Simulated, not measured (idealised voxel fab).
Module name: voxel capacitor over wiring (process module)
Displayed cross-section: cut, width of 295 nm, square cells sized 5 nm.
Just so we're on the same page, the cross-sections are grids of square cells, and they're listed out in bands top to bottom, each band one or more rows deep. First you get the band's top height and its bottom height, in nm, and then the materials it's made of, left to right, with each width in nm. If you see a single material with "all across", that one covers the band edge to edge. "blank" is empty space. Height datum 0, below which the as-received substrate wafer is one material. Lowest band open at the bottom, running downward: "0..down". Graded width ("30..40"): value in top row of band = first number; value in bottom row = second number; row-to-row change constant. The cross-section has no changed cell in any step marked "nothing different". Each empty space that has no open way to the top and spans at least 8 cells appears under "Encapsulated voids" as width x height at distance, the distance counted from the left edge, all in nm. Note: text after step settings on the step line = simulator remark on that step. The "overlay nm" setting may appear on a step's line; for a step that uses a mask, it gives how far to the right of its planned position the mask lay, and a negative value indicates the left.

# Process steps - plan
1: RECEIVE with material Si
2: CONFORMAL_DEP with material SiO2, thk nm 10
3: DIRECTIONAL_DEP with material TiN, thk nm 5
4: DIRECTIONAL_DEP with material W, thk nm 25
5: MASKED_ETCH with tone cover, mask id METAL_1, width nm 20, pitch nm 80, etch materials W, depth nm 25, overlay nm 0
6: MASKED_ETCH with tone cover, mask id METAL_1, width nm 20, pitch nm 80, etch materials TiN, depth nm 5, overlay nm -15
7: FILL_DEP with material SiO2, thk nm 5
8: CMP with height nm 40
9: CONFORMAL_DEP with material SiCN, thk nm 5
10: DIRECTIONAL_DEP with material SiO2, thk nm 15
11: DIRECTIONAL_DEP with material aC, thk nm 10
12: PATTERN with tone open, mask id PLUG_1, material resist, width nm 15, thk nm 25, overlay nm 0
13: DIRECTIONAL_ETCH with etch materials aC, depth nm 10
14: STRIP with etch materials resist
15: DIRECTIONAL_ETCH with etch materials SiO2, depth nm 15
16: DIRECTIONAL_ETCH with etch materials SiCN, depth nm 5
17: STRIP with etch materials aC
18: EPI with material Ru, thk nm 10
19: EPI with material Ru, thk nm 10
20: DIRECTIONAL_DEP with material TiN, thk nm 5
21: DIRECTIONAL_DEP with material Al2O3, thk nm 5
22: DIRECTIONAL_DEP with material TiN, thk nm 10
23: MASKED_ETCH with tone cover, mask id UPPER_PLATE, width nm 65, etch materials TiN, depth nm 10, overlay nm 0
24: MASKED_ETCH with tone cover, mask id UPPER_PLATE, width nm 65, etch materials Al2O3, depth nm 5, overlay nm 0
25: PATTERN with tone cover, mask id LOWER_PLATE, material resist, width nm 75, thk nm 15, overlay nm 0
26: DIRECTIONAL_ETCH with etch materials TiN, depth nm 5
27: STRIP with etch materials resist
28: FILL_DEP with material SiO2, thk nm 20
29: CMP with height nm 95
30: DIRECTIONAL_DEP with material aC, thk nm 15
31: PATTERN with tone open, mask id PLUG_2, material resist, width nm 15, thk nm 30, overlay nm 0
32: DIRECTIONAL_ETCH with etch materials aC, depth nm 15
33: STRIP with etch materials resist
34: DIRECTIONAL_ETCH with etch materials SiO2, depth nm 15
35: STRIP with etch materials aC
36: CONFORMAL_DEP with material TiN, thk nm 5
37: FILL_DEP with material Ru, thk nm 5
38: CMP with height nm 95
39: CONFORMAL_DEP with material SiCN, thk nm 5
Every wafer here starts from the same state; it is the step 6 overlay nm that distinguishes them, and the value the plan gives belongs to the first wafer.

# Received wafers, first of several: cross-section after step 1
0..down = Si all across
Encapsulated voids: none

# Module end state after final step 39: cross-section of the first of several wafers
100..95 = SiCN all across
95..85 = 110 nm SiO2, 5 nm TiN, 5 nm Ru, 5 nm TiN, 170 nm SiO2
85..80 = 110 nm SiO2, 15 nm TiN, 170 nm SiO2
80..70 = 100 nm SiO2, 65 nm TiN, 130 nm SiO2
70..65 = 100 nm SiO2, 65 nm Al2O3, 130 nm SiO2
65..60 = 95 nm SiO2, 75 nm TiN, 125 nm SiO2
60..45 = 100 nm SiO2, 15 nm Ru, 180 nm SiO2
45..40 = 100 nm SiCN, 15 nm Ru, 180 nm SiCN
40..15 = 95 nm SiO2, 20 nm W, 60 nm SiO2, 20 nm W, 100 nm SiO2
15..10 = 80 nm SiO2, 35 nm TiN, 45 nm SiO2, 35 nm TiN, 100 nm SiO2
10..0 = SiO2 all across
0..down = Si all across
Encapsulated voids: none

# Cross-sectional view of the final wafer of several at the module's end
100..95 = SiCN all across
95..85 = 110 nm SiO2, 5 nm TiN, 5 nm Ru, 5 nm TiN, 170 nm SiO2
85..80 = 110 nm SiO2, 15 nm TiN, 170 nm SiO2
80..70 = 100 nm SiO2, 65 nm TiN, 130 nm SiO2
70..65 = 100 nm SiO2, 65 nm Al2O3, 130 nm SiO2
65..60 = 95 nm SiO2, 75 nm TiN, 125 nm SiO2
60..45 = 100 nm SiO2, 15 nm Ru, 180 nm SiO2
45..40 = 100 nm SiCN, 15 nm Ru, 180 nm SiCN
40..15 = 95 nm SiO2, 20 nm W, 60 nm SiO2, 20 nm W, 100 nm SiO2
15..10 = 95 nm SiO2, 35 nm TiN, 45 nm SiO2, 35 nm TiN, 85 nm SiO2
10..0 = SiO2 all across
0..down = Si all across
Encapsulated voids: none

# Gained (+) or lost (-) cells of each material since receipt, then closed voids: one row per wafer, at the end of the module
overlay nm -15 | +13 Al2O3 | +14 Ru | +115 SiCN | +936 SiO2 | +62 TiN | +40 W | Encapsulated voids: none
overlay nm -10 | +13 Al2O3 | +14 Ru | +115 SiCN | +938 SiO2 | +60 TiN | +40 W | Encapsulated voids: none
overlay nm -5 | +13 Al2O3 | +14 Ru | +115 SiCN | +940 SiO2 | +58 TiN | +40 W | Encapsulated voids: none
overlay nm 0 | +13 Al2O3 | +14 Ru | +115 SiCN | +942 SiO2 | +56 TiN | +40 W | Encapsulated voids: none
overlay nm 5 | +13 Al2O3 | +14 Ru | +115 SiCN | +940 SiO2 | +58 TiN | +40 W | Encapsulated voids: none
overlay nm 10 | +13 Al2O3 | +14 Ru | +115 SiCN | +938 SiO2 | +60 TiN | +40 W | Encapsulated voids: none
overlay nm 15 | +13 Al2O3 | +14 Ru | +115 SiCN | +936 SiO2 | +62 TiN | +40 W | Encapsulated voids: none
